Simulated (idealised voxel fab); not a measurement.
process module | voxel ribs on slabs
cross-section cut | 160 nm wide | cells 5 nm
A cross-section is a grid of square cells, given in bands from the top down. A band is one or more rows of cells.
Each band's line starts with the height of the band's top and of its bottom, in nm. Then come its materials from left to right, each with its width in nm. One material with "throughout" fills the band from edge to edge. "air" is empty space.
Height 0 is the level under which the wafer as received is all one material. The lowest band goes on downwards, as in "0 down".
A width such as "30 to 40" changes by the same amount from each row of cells to the next, from the band's top row to its bottom row.
"no change" after a step means that no cell of the cross-section changed.
closed voids: empty space of 8 cells or more with no open way to the top, each as width x height at its distance from the left edge, in nm
after a step's settings: what the simulator itself notes on the step
overlay nm, on a step with a mask: how far to the right of its planned place the mask lay; to the left if negative
plan
1 op RECEIVE | material Si
2 op DIRECTIONAL_DEP | material SiO2 | thk nm 20
3 op DIRECTIONAL_DEP | material SiN | thk nm 20
4 op MASKED_ETCH | tone cover | mask id RIB | width nm 25 | etch materials SiN | depth nm 10 | overlay nm 0
5 op PATTERN | tone cover | mask id SLAB | material resist | width nm 65 | thk nm 20 | overlay nm 0
6 op DIRECTIONAL_ETCH | etch materials SiN | depth nm 10
7 op STRIP | etch materials resist
8 op FILL_DEP | material SiO2 | thk nm 20
9 op CMP | height nm 50
10 op DIRECTIONAL_DEP | material TiN | thk nm 10
11 op MASKED_ETCH | tone cover | mask id HEATER | width nm 35 | etch materials TiN | depth nm 10 | overlay nm 0
12 op CONFORMAL_DEP | material SiN | thk nm 5
first wafer, as planned
as received, after step 1
  0 down: Si throughout
  closed voids: none
after step 2
  20 to 0: SiO2 throughout
  below 0: unchanged
after step 3
  40 to 20: SiN throughout
  below 20: unchanged
after step 4
  40 to 30: air 65 | SiN 25 | air 70
  below 30: unchanged
after step 5
  60 to 40: air 45 | resist 65 | air 50
  40 to 30: air 45 | resist 20 | SiN 25 | resist 20 | air 50
  below 30: unchanged
after step 6
  60 to 40: air 45 | resist 65 | air 50
  40 to 30: air 45 | resist 20 | SiN 25 | resist 20 | air 50
  30 to 20: air 45 | SiN 65 | air 50
  below 20: unchanged
after step 7
  40 to 30: air 65 | SiN 25 | air 70
  below 30: unchanged
after step 8
  60 to 40: SiO2 throughout
  40 to 30: SiO2 65 | SiN 25 | SiO2 70
  30 to 20: SiO2 45 | SiN 65 | SiO2 50
  below 20: unchanged
after step 9
  50 to 40: SiO2 throughout
  below 40: unchanged
after step 10
  60 to 50: TiN throughout
  below 50: unchanged
after step 11
  60 to 50: air 60 | TiN 35 | air 65
  below 50: unchanged
after step 12
  65 to 60: air 55 | SiN 45 | air 60
  60 to 55: air 55 | SiN 5 | TiN 35 | SiN 5 | air 60
  55 to 50: SiN 60 | TiN 35 | SiN 65
  below 50: unchanged
second wafer: like start, like plan, one mistake. Through step 3 it matches the first wafer
when step 4 should have ended
  40 to 25: air 65 | SiN 25 | air 70
  below 25: unchanged
when step 5 should have ended
  60 to 40: air 45 | resist 65 | air 50
  40 to 25: air 45 | resist 20 | SiN 25 | resist 20 | air 50
  below 25: unchanged
when step 6 should have ended
  60 to 40: air 45 | resist 65 | air 50
  40 to 25: air 45 | resist 20 | SiN 25 | resist 20 | air 50
  25 to 20: air 45 | SiN 65 | air 50
  below 20: unchanged
when step 7 should have ended
  40 to 25: air 65 | SiN 25 | air 70
  below 25: unchanged
when step 8 should have ended
  60 to 40: SiO2 throughout
  40 to 25: SiO2 65 | SiN 25 | SiO2 70
  25 to 20: SiO2 45 | SiN 65 | SiO2 50
  below 20: unchanged
when step 9 should have ended
  50 to 40: SiO2 throughout
  below 40: unchanged
when step 10 should have ended
  60 to 50: TiN throughout
  below 50: unchanged
when step 11 should have ended
  60 to 50: air 60 | TiN 35 | air 65
  below 50: unchanged
when step 12 should have ended
  65 to 60: air 55 | SiN 45 | air 60
  60 to 55: air 55 | SiN 5 | TiN 35 | SiN 5 | air 60
  55 to 50: SiN 60 | TiN 35 | SiN 65
  below 50: unchanged
what went wrong: step 4 ran as: op MASKED_ETCH | tone cover | mask id RIB | width nm 25 | etch materials SiN | depth nm 15 | overlay nm 0
at the end the second wafer has, in cells: 8 fewer of SiN | 8 more of SiO2
